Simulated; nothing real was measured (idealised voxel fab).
Documented hereafter: the process module known as voxel fin reveal.
Pictured: cross-section cut, 200 nm wide, on a grid of 5 nm square cells.
A cross-section is a grid of square cells, given in bands from the top down. A band is one or more rows of cells.
Quick guide to a band line: top height, bottom height (nm) up front; then every material left to right with its width in nm. Only one material and it's marked "all across"? Then it fills the band edge to edge. And "air" just means empty space.
Heads up on the height convention: 0 is the point under which the incoming wafer is all one material, and the lowest band has no bottom, it just keeps going down, like "0 and below".
Graded width ("30 to 40"): value in top row of band = first number; value in bottom row = second number; row-to-row change constant.
The designation "no change", where it is given for a processing step, indicates that no cell of the cross-section was altered in the course of that step.
Closed empty spaces (no open way to the top) of 8 cells or more are what "Closed internal voids" lists, each as width x height at distance from the left edge, nm for all three.
What comes after the settings on a step's line is commentary from the simulator itself on that step.
overlay nm: where the mask lay relative to plan, measured to the right, on steps with a mask; negatives go left.
**Process steps foreseen in the plan**
step 1: RECEIVE with material Si
step 2: CONFORMAL_DEP with material SiN, thk nm 10
step 3: MASKED_ETCH with tone cover, mask id FINS, width nm 15, pitch nm 45, etch materials SiN, depth nm 10, overlay nm 0
step 4: MASKED_ETCH with tone cover, mask id FINS, width nm 15, pitch nm 45, etch materials Si, depth nm 40, overlay nm 0
step 5: OXIDIZE with depth nm 5
step 6: FILL_DEP with material SiO2, thk nm 10
step 7: CMP with height nm 10
step 8: SELECTIVE_ETCH with etch materials SiO2, depth nm 40
step 9: STRIP with etch materials SiN
**This is the cross-section of the wafer as we received it, i.e. after step 1**
* 0 and below  Si all across
* Closed internal voids: none
**a wafer at the end: this start, this plan, one mistake**
* 0 down to -45  air (75), then Si (5), then air (40), then Si (5), then air (75)
* -45 and below  Si all across
* Closed internal voids: none
Nonconformance to the process plan: twice over, step 8 of the plan was run
